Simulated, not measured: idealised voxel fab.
The name of this process module is voxel wiring stack.
Pictured: cross-section cut, 195 nm wide, on a grid of 5 nm square cells.
This document writes a cross-section as a grid whose cells are square, and gives it as bands, listed from the top down; one or more rows of cells form a band. Look at the band entry: it leads with the top's height and the bottom's height in nm. Then it lists the materials left to right, with a width in nm for each. The word "full width" on a single material says that material fills the band edge to edge. The word "blank" is empty space. Where do heights start? At 0: under that level the wafer as delivered is made of one material only. And the lowest band has no floor; it just carries on downward, as in "from 0 down". Top row gets the first number, bottom row gets the second, and each row in between changes by the same step: that is how a band width like "30..40" works. Given "everything unchanged" for a step, no cell of the cross-section differs between before and after that step. So "Sealed internal voids" is basically the list of trapped voids: any empty space of 8 cells or more that can't reach the top through an opening. They're written width x height at distance, the distance being from the left edge, and it's all nm. It should be noted that, on the line of a given step, the content following the step's settings is a remark produced by the simulator itself with respect to that step. The optional step-line setting "overlay nm" applies to steps with a mask and quantifies how far to the right of its planned location the mask lay, a negative value indicating leftward placement.
Steps planned for the process:
1 RECEIVE, material Si
2 CONFORMAL_DEP, material SiO2, thk nm 10
3 CONFORMAL_DEP, material SiN, thk nm 5
4 DIRECTIONAL_DEP, material SiO2, thk nm 15
5 DIRECTIONAL_DEP, material aC, thk nm 15
6 PATTERN, tone open, mask id METAL_1, material resist, width nm 25, pitch nm 40, thk nm 35, overlay nm 0
7 DIRECTIONAL_ETCH, etch materials aC, depth nm 15
8 STRIP, etch materials resist
9 DIRECTIONAL_ETCH, etch materials SiO2, depth nm 15
10 DIRECTIONAL_ETCH, etch materials SiN, depth nm 5
11 STRIP, etch materials aC
12 CONFORMAL_DEP, material TiN, thk nm 5
13 FILL_DEP, material W, thk nm 10
14 CMP, height nm 30
15 EPI, material Ru, thk nm 5
16 FILL_DEP, material SiCN, thk nm 5
17 DIRECTIONAL_DEP, material lowk, thk nm 15
18 DIRECTIONAL_DEP, material aC, thk nm 10
19 PATTERN, tone open, mask id PLUG_1, material resist, width nm 15, pitch nm 40, thk nm 30, overlay nm 0
20 DIRECTIONAL_ETCH, etch materials aC, depth nm 10
21 STRIP, etch materials resist
22 DIRECTIONAL_ETCH, etch materials lowk, depth nm 15
23 DIRECTIONAL_ETCH, etch materials SiCN, depth nm 5
24 STRIP, etch materials aC
25 CONFORMAL_DEP, material TiN, thk nm 5
26 FILL_DEP, material W, thk nm 10
27 CMP, height nm 55
28 CONFORMAL_DEP, material SiN, thk nm 5
29 DIRECTIONAL_DEP, material SiO2, thk nm 20
30 MASKED_ETCH, tone open, mask id METAL_2, width nm 25, pitch nm 40, etch materials SiO2, depth nm 20, overlay nm 0
31 MASKED_ETCH, tone open, mask id METAL_2, width nm 25, pitch nm 40, etch materials SiN, depth nm 5, overlay nm 0
32 CONFORMAL_DEP, material TiN, thk nm 5
33 FILL_DEP, material Cu, thk nm 5
34 CMP, height nm 80
35 CONFORMAL_DEP, material SiCN, thk nm 5
36 DIRECTIONAL_DEP, material SiO2, thk nm 20
37 DIRECTIONAL_DEP, material aC, thk nm 15
38 PATTERN, tone open, mask id PLUG_2, material resist, width nm 15, pitch nm 40, thk nm 30, overlay nm 0
39 DIRECTIONAL_ETCH, etch materials aC, depth nm 15
40 STRIP, etch materials resist
41 DIRECTIONAL_ETCH, etch materials SiO2, depth nm 20
42 DIRECTIONAL_ETCH, etch materials SiCN, depth nm 5
43 STRIP, etch materials aC
44 CONFORMAL_DEP, material TiN, thk nm 5
45 FILL_DEP, material W, thk nm 10
46 CMP, height nm 105
47 DIRECTIONAL_DEP, material TiN, thk nm 5
48 DIRECTIONAL_DEP, material W, thk nm 25
49 PATTERN, tone cover, mask id METAL_3, material resist, width nm 25, pitch nm 40, thk nm 20, overlay nm 0
50 DIRECTIONAL_ETCH, etch materials W, depth nm 25
51 DIRECTIONAL_ETCH, etch materials TiN, depth nm 5
52 STRIP, etch materials resist
53 FILL_DEP, material lowk, thk nm 5
54 CMP, height nm 135
55 CONFORMAL_DEP, material SiN, thk nm 5
First of two wafers, with the run carried out as planned:
As-received state of the wafer in cross-section, equivalent to post-step 1:
from 0 down | Si full width
Sealed internal voids: none
Once step 2 is through, the wafer looks like this in cross-section:
from 10 to 0 | SiO2 full width
Under 0: no change, same as before.
Once step 3 is through, the wafer looks like this in cross-section:
from 15 to 10 | SiN full width
Under 10: no change, same as before.
Once step 4 is through, the wafer looks like this in cross-section:
from 30 to 15 | SiO2 full width
Under 15: no change, same as before.
Once step 5 is through, the wafer looks like this in cross-section:
from 45 to 30 | aC full width
Under 30: no change, same as before.
Once step 6 is through, the wafer looks like this in cross-section:
from 80 to 45 | resist: 45  blank: 25  resist: 15  blank: 25  resist: 15  blank: 25  resist: 45
Under 45: no change, same as before.
Once step 7 is through, the wafer looks like this in cross-section:
from 65 to 45 | resist: 45  blank: 25  resist: 15  blank: 25  resist: 15  blank: 25  resist: 45
from 45 to 30 | aC: 45  blank: 25  aC: 15  blank: 25  aC: 15  blank: 25  aC: 45
Under 30: no change, same as before.
Once step 8 is through, the wafer looks like this in cross-section:
from 45 to 30 | aC: 45  blank: 25  aC: 15  blank: 25  aC: 15  blank: 25  aC: 45
Under 30: no change, same as before.
Once step 9 is through, the wafer looks like this in cross-section:
from 45 to 30 | aC: 45  blank: 25  aC: 15  blank: 25  aC: 15  blank: 25  aC: 45
from 30 to 15 | SiO2: 45  blank: 25  SiO2: 15  blank: 25  SiO2: 15  blank: 25  SiO2: 45
Under 15: no change, same as before.
Once step 10 is through, the wafer looks like this in cross-section:
from 45 to 30 | aC: 45  blank: 25  aC: 15  blank: 25  aC: 15  blank: 25  aC: 45
from 30 to 15 | SiO2: 45  blank: 25  SiO2: 15  blank: 25  SiO2: 15  blank: 25  SiO2: 45
from 15 to 10 | SiN: 45  blank: 25  SiN: 15  blank: 25  SiN: 15  blank: 25  SiN: 45
Under 10: no change, same as before.
Once step 11 is through, the wafer looks like this in cross-section:
from 30 to 15 | SiO2: 45  blank: 25  SiO2: 15  blank: 25  SiO2: 15  blank: 25  SiO2: 45
Under 15: no change, same as before.
Once step 12 is through, the wafer looks like this in cross-section:
from 35 to 30 | TiN: 50  blank: 15  TiN: 25  blank: 15  TiN: 25  blank: 15  TiN: 50
from 30 to 15 | SiO2: 45  TiN: 5  blank: 15  TiN: 5  SiO2: 15  TiN: 5  blank: 15  TiN: 5  SiO2: 15  TiN: 5  blank: 15  TiN: 5  SiO2: 45
from 15 to 10 | SiN: 45  TiN: 25  SiN: 15  TiN: 25  SiN: 15  TiN: 25  SiN: 45
Under 10: no change, same as before.
Once step 13 is through, the wafer looks like this in cross-section:
from 45 to 35 | W full width
from 35 to 30 | TiN: 50  W: 15  TiN: 25  W: 15  TiN: 25  W: 15  TiN: 50
from 30 to 15 | SiO2: 45  TiN: 5  W: 15  TiN: 5  SiO2: 15  TiN: 5  W: 15  TiN: 5  SiO2: 15  TiN: 5  W: 15  TiN: 5  SiO2: 45
Under 15: no change, same as before.
Once step 14 is through, the wafer looks like this in cross-section:
from 30 to 15 | SiO2: 45  TiN: 5  W: 15  TiN: 5  SiO2: 15  TiN: 5  W: 15  TiN: 5  SiO2: 15  TiN: 5  W: 15  TiN: 5  SiO2: 45
Under 15: no change, same as before.
Once step 15 is through, the wafer looks like this in cross-section:
from 35 to 30 | blank: 40  Ru: 35  blank: 5  Ru: 35  blank: 5  Ru: 35  blank: 40
Under 30: no change, same as before.
Once step 16 is through, the wafer looks like this in cross-section:
from 40 to 35 | SiCN full width
from 35 to 30 | SiCN: 40  Ru: 35  SiCN: 5  Ru: 35  SiCN: 5  Ru: 35  SiCN: 40
Under 30: no change, same as before.
Once step 17 is through, the wafer looks like this in cross-section:
from 55 to 40 | lowk full width
Under 40: no change, same as before.
Once step 18 is through, the wafer looks like this in cross-section:
from 65 to 55 | aC full width
Under 55: no change, same as before.
Once step 19 is through, the wafer looks like this in cross-section:
from 95 to 65 | resist: 45  blank: 15  resist: 25  blank: 15  resist: 25  blank: 15  resist: 55
Under 65: no change, same as before.
Once step 20 is through, the wafer looks like this in cross-section:
from 85 to 65 | resist: 45  blank: 15  resist: 25  blank: 15  resist: 25  blank: 15  resist: 55
from 65 to 55 | aC: 45  blank: 15  aC: 25  blank: 15  aC: 25  blank: 15  aC: 55
Under 55: no change, same as before.
Once step 21 is through, the wafer looks like this in cross-section:
from 65 to 55 | aC: 45  blank: 15  aC: 25  blank: 15  aC: 25  blank: 15  aC: 55
Under 55: no change, same as before.
Once step 22 is through, the wafer looks like this in cross-section:
from 65 to 55 | aC: 45  blank: 15  aC: 25  blank: 15  aC: 25  blank: 15  aC: 55
from 55 to 40 | lowk: 45  blank: 15  lowk: 25  blank: 15  lowk: 25  blank: 15  lowk: 55
Under 40: no change, same as before.
Once step 23 is through, the wafer looks like this in cross-section:
from 65 to 55 | aC: 45  blank: 15  aC: 25  blank: 15  aC: 25  blank: 15  aC: 55
from 55 to 40 | lowk: 45  blank: 15  lowk: 25  blank: 15  lowk: 25  blank: 15  lowk: 55
from 40 to 35 | SiCN: 45  blank: 15  SiCN: 25  blank: 15  SiCN: 25  blank: 15  SiCN: 55
Under 35: no change, same as before.
Once step 24 is through, the wafer looks like this in cross-section:
from 55 to 40 | lowk: 45  blank: 15  lowk: 25  blank: 15  lowk: 25  blank: 15  lowk: 55
Under 40: no change, same as before.
Once step 25 is through, the wafer looks like this in cross-section:
from 60 to 55 | TiN: 50  blank: 5  TiN: 35  blank: 5  TiN: 35  blank: 5  TiN: 60
from 55 to 40 | lowk: 45  TiN: 5  blank: 5  TiN: 5  lowk: 25  TiN: 5  blank: 5  TiN: 5  lowk: 25  TiN: 5  blank: 5  TiN: 5  lowk: 55
from 40 to 35 | SiCN: 45  TiN: 15  SiCN: 25  TiN: 15  SiCN: 25  TiN: 15  SiCN: 55
Under 35: no change, same as before.
Once step 26 is through, the wafer looks like this in cross-section:
from 70 to 60 | W full width
from 60 to 55 | TiN: 50  W: 5  TiN: 35  W: 5  TiN: 35  W: 5  TiN: 60
from 55 to 40 | lowk: 45  TiN: 5  W: 5  TiN: 5  lowk: 25  TiN: 5  W: 5  TiN: 5  lowk: 25  TiN: 5  W: 5  TiN: 5  lowk: 55
Under 40: no change, same as before.
Once step 27 is through, the wafer looks like this in cross-section:
from 55 to 40 | lowk: 45  TiN: 5  W: 5  TiN: 5  lowk: 25  TiN: 5  W: 5  TiN: 5  lowk: 25  TiN: 5  W: 5  TiN: 5  lowk: 55
Under 40: no change, same as before.
Once step 28 is through, the wafer looks like this in cross-section:
from 60 to 55 | SiN full width
Under 55: no change, same as before.
Once step 29 is through, the wafer looks like this in cross-section:
from 80 to 60 | SiO2 full width
Under 60: no change, same as before.
Once step 30 is through, the wafer looks like this in cross-section:
from 80 to 60 | SiO2: 45  blank: 25  SiO2: 15  blank: 25  SiO2: 15  blank: 25  SiO2: 45
Under 60: no change, same as before.
Once step 31 is through, the wafer looks like this in cross-section:
from 80 to 60 | SiO2: 45  blank: 25  SiO2: 15  blank: 25  SiO2: 15  blank: 25  SiO2: 45
from 60 to 55 | SiN: 45  blank: 25  SiN: 15  blank: 25  SiN: 15  blank: 25  SiN: 45
Under 55: no change, same as before.
Once step 32 is through, the wafer looks like this in cross-section:
from 85 to 80 | TiN: 50  blank: 15  TiN: 25  blank: 15  TiN: 25  blank: 15  TiN: 50
from 80 to 60 | SiO2: 45  TiN: 5  blank: 15  TiN: 5  SiO2: 15  TiN: 5  blank: 15  TiN: 5  SiO2: 15  TiN: 5  blank: 15  TiN: 5  SiO2: 45
from 60 to 55 | SiN: 45  TiN: 25  SiN: 15  TiN: 25  SiN: 15  TiN: 25  SiN: 45
Under 55: no change, same as before.
Once step 33 is through, the wafer looks like this in cross-section:
from 90 to 85 | Cu full width
from 85 to 80 | TiN: 50  Cu: 15  TiN: 25  Cu: 15  TiN: 25  Cu: 15  TiN: 50
from 80 to 60 | SiO2: 45  TiN: 5  Cu: 15  TiN: 5  SiO2: 15  TiN: 5  Cu: 15  TiN: 5  SiO2: 15  TiN: 5  Cu: 15  TiN: 5  SiO2: 45
Under 60: no change, same as before.
Once step 34 is through, the wafer looks like this in cross-section:
from 80 to 60 | SiO2: 45  TiN: 5  Cu: 15  TiN: 5  SiO2: 15  TiN: 5  Cu: 15  TiN: 5  SiO2: 15  TiN: 5  Cu: 15  TiN: 5  SiO2: 45
Under 60: no change, same as before.
Once step 35 is through, the wafer looks like this in cross-section:
from 85 to 80 | SiCN full width
Under 80: no change, same as before.
Once step 36 is through, the wafer looks like this in cross-section:
from 105 to 85 | SiO2 full width
Under 85: no change, same as before.
Once step 37 is through, the wafer looks like this in cross-section:
from 120 to 105 | aC full width
Under 105: no change, same as before.
Once step 38 is through, the wafer looks like this in cross-section:
from 150 to 120 | resist: 45  blank: 15  resist: 25  blank: 15  resist: 25  blank: 15  resist: 55
Under 120: no change, same as before.
Once step 39 is through, the wafer looks like this in cross-section:
from 135 to 120 | resist: 45  blank: 15  resist: 25  blank: 15  resist: 25  blank: 15  resist: 55
from 120 to 105 | aC: 45  blank: 15  aC: 25  blank: 15  aC: 25  blank: 15  aC: 55
Under 105: no change, same as before.
Once step 40 is through, the wafer looks like this in cross-section:
from 120 to 105 | aC: 45  blank: 15  aC: 25  blank: 15  aC: 25  blank: 15  aC: 55
Under 105: no change, same as before.
Once step 41 is through, the wafer looks like this in cross-section:
from 120 to 105 | aC: 45  blank: 15  aC: 25  blank: 15  aC: 25  blank: 15  aC: 55
from 105 to 85 | SiO2: 45  blank: 15  SiO2: 25  blank: 15  SiO2: 25  blank: 15  SiO2: 55
Under 85: no change, same as before.
Once step 42 is through, the wafer looks like this in cross-section:
from 120 to 105 | aC: 45  blank: 15  aC: 25  blank: 15  aC: 25  blank: 15  aC: 55
from 105 to 85 | SiO2: 45  blank: 15  SiO2: 25  blank: 15  SiO2: 25  blank: 15  SiO2: 55
from 85 to 80 | SiCN: 45  blank: 15  SiCN: 25  blank: 15  SiCN: 25  blank: 15  SiCN: 55
Under 80: no change, same as before.
Once step 43 is through, the wafer looks like this in cross-section:
from 105 to 85 | SiO2: 45  blank: 15  SiO2: 25  blank: 15  SiO2: 25  blank: 15  SiO2: 55
Under 85: no change, same as before.
Once step 44 is through, the wafer looks like this in cross-section:
from 110 to 105 | TiN: 50  blank: 5  TiN: 35  blank: 5  TiN: 35  blank: 5  TiN: 60
from 105 to 85 | SiO2: 45  TiN: 5  blank: 5  TiN: 5  SiO2: 25  TiN: 5  blank: 5  TiN: 5  SiO2: 25  TiN: 5  blank: 5  TiN: 5  SiO2: 55
from 85 to 80 | SiCN: 45  TiN: 15  SiCN: 25  TiN: 15  SiCN: 25  TiN: 15  SiCN: 55
Under 80: no change, same as before.
Once step 45 is through, the wafer looks like this in cross-section:
from 120 to 110 | W full width
from 110 to 105 | TiN: 50  W: 5  TiN: 35  W: 5  TiN: 35  W: 5  TiN: 60
from 105 to 85 | SiO2: 45  TiN: 5  W: 5  TiN: 5  SiO2: 25  TiN: 5  W: 5  TiN: 5  SiO2: 25  TiN: 5  W: 5  TiN: 5  SiO2: 55
Under 85: no change, same as before.
Once step 46 is through, the wafer looks like this in cross-section:
from 105 to 85 | SiO2: 45  TiN: 5  W: 5  TiN: 5  SiO2: 25  TiN: 5  W: 5  TiN: 5  SiO2: 25  TiN: 5  W: 5  TiN: 5  SiO2: 55
Under 85: no change, same as before.
Once step 47 is through, the wafer looks like this in cross-section:
from 110 to 105 | TiN full width
Under 105: no change, same as before.
Once step 48 is through, the wafer looks like this in cross-section:
from 135 to 110 | W full width
Under 110: no change, same as before.
Once step 49 is through, the wafer looks like this in cross-section:
from 155 to 135 | blank: 45  resist: 25  blank: 15  resist: 25  blank: 15  resist: 25  blank: 45
Under 135: no change, same as before.
Once step 50 is through, the wafer looks like this in cross-section:
from 155 to 135 | blank: 45  resist: 25  blank: 15  resist: 25  blank: 15  resist: 25  blank: 45
from 135 to 110 | blank: 45  W: 25  blank: 15  W: 25  blank: 15  W: 25  blank: 45
Under 110: no change, same as before.
Once step 51 is through, the wafer looks like this in cross-section:
from 155 to 135 | blank: 45  resist: 25  blank: 15  resist: 25  blank: 15  resist: 25  blank: 45
from 135 to 110 | blank: 45  W: 25  blank: 15  W: 25  blank: 15  W: 25  blank: 45
from 110 to 105 | blank: 45  TiN: 25  blank: 15  TiN: 25  blank: 15  TiN: 25  blank: 45
Under 105: no change, same as before.
Once step 52 is through, the wafer looks like this in cross-section:
from 135 to 110 | blank: 45  W: 25  blank: 15  W: 25  blank: 15  W: 25  blank: 45
Under 110: no change, same as before.
Once step 53 is through, the wafer looks like this in cross-section:
from 140 to 135 | lowk full width
from 135 to 110 | lowk: 45  W: 25  lowk: 15  W: 25  lowk: 15  W: 25  lowk: 45
from 110 to 105 | lowk: 45  TiN: 25  lowk: 15  TiN: 25  lowk: 15  TiN: 25  lowk: 45
Under 105: no change, same as before.
Once step 54 is through, the wafer looks like this in cross-section:
from 135 to 110 | lowk: 45  W: 25  lowk: 15  W: 25  lowk: 15  W: 25  lowk: 45
Under 110: no change, same as before.
Once step 55 is through, the wafer looks like this in cross-section:
from 140 to 135 | SiN full width
Under 135: no change, same as before.
Wafer two of the pair: same origin, same plan, one error during the run; identical to wafer one up to and including step 48:
The second wafer in cross-section, at the planned close of step 49:
from 155 to 135 | resist: 45  blank: 25  resist: 15  blank: 25  resist: 15  blank: 25  resist: 45
Under 135: no change, same as before.
The second wafer in cross-section, at the planned close of step 50:
from 155 to 135 | resist: 45  blank: 25  resist: 15  blank: 25  resist: 15  blank: 25  resist: 45
from 135 to 110 | W: 45  blank: 25  W: 15  blank: 25  W: 15  blank: 25  W: 45
Under 110: no change, same as before.
The second wafer in cross-section, at the planned close of step 51:
from 155 to 135 | resist: 45  blank: 25  resist: 15  blank: 25  resist: 15  blank: 25  resist: 45
from 135 to 110 | W: 45  blank: 25  W: 15  blank: 25  W: 15  blank: 25  W: 45
from 110 to 105 | TiN: 45  blank: 25  TiN: 15  blank: 25  TiN: 15  blank: 25  TiN: 45
Under 105: no change, same as before.
The second wafer in cross-section, at the planned close of step 52:
from 135 to 110 | W: 45  blank: 25  W: 15  blank: 25  W: 15  blank: 25  W: 45
Under 110: no change, same as before.
The second wafer in cross-section, at the planned close of step 53:
from 140 to 135 | lowk full width
from 135 to 110 | W: 45  lowk: 25  W: 15  lowk: 25  W: 15  lowk: 25  W: 45
from 110 to 105 | TiN: 45  lowk: 25  TiN: 15  lowk: 25  TiN: 15  lowk: 25  TiN: 45
Under 105: no change, same as before.
The second wafer in cross-section, at the planned close of step 54:
from 135 to 110 | W: 45  lowk: 25  W: 15  lowk: 25  W: 15  lowk: 25  W: 45
Under 110: no change, same as before.
The second wafer in cross-section, at the planned close of step 55:
from 140 to 135 | SiN full width
Under 135: no change, same as before.
what went wrong: step 49: run off-plan, actual operation and settings PATTERN, tone open, mask id METAL_3, material resist, width nm 25, pitch nm 40, thk nm 20, overlay nm 0
It is noted that, at the conclusion of processing, the second wafer exhibits a higher or lower cell count for certain materials relative to the first: TiN: 9 more; W: 45 more; lowk: 54 fewer
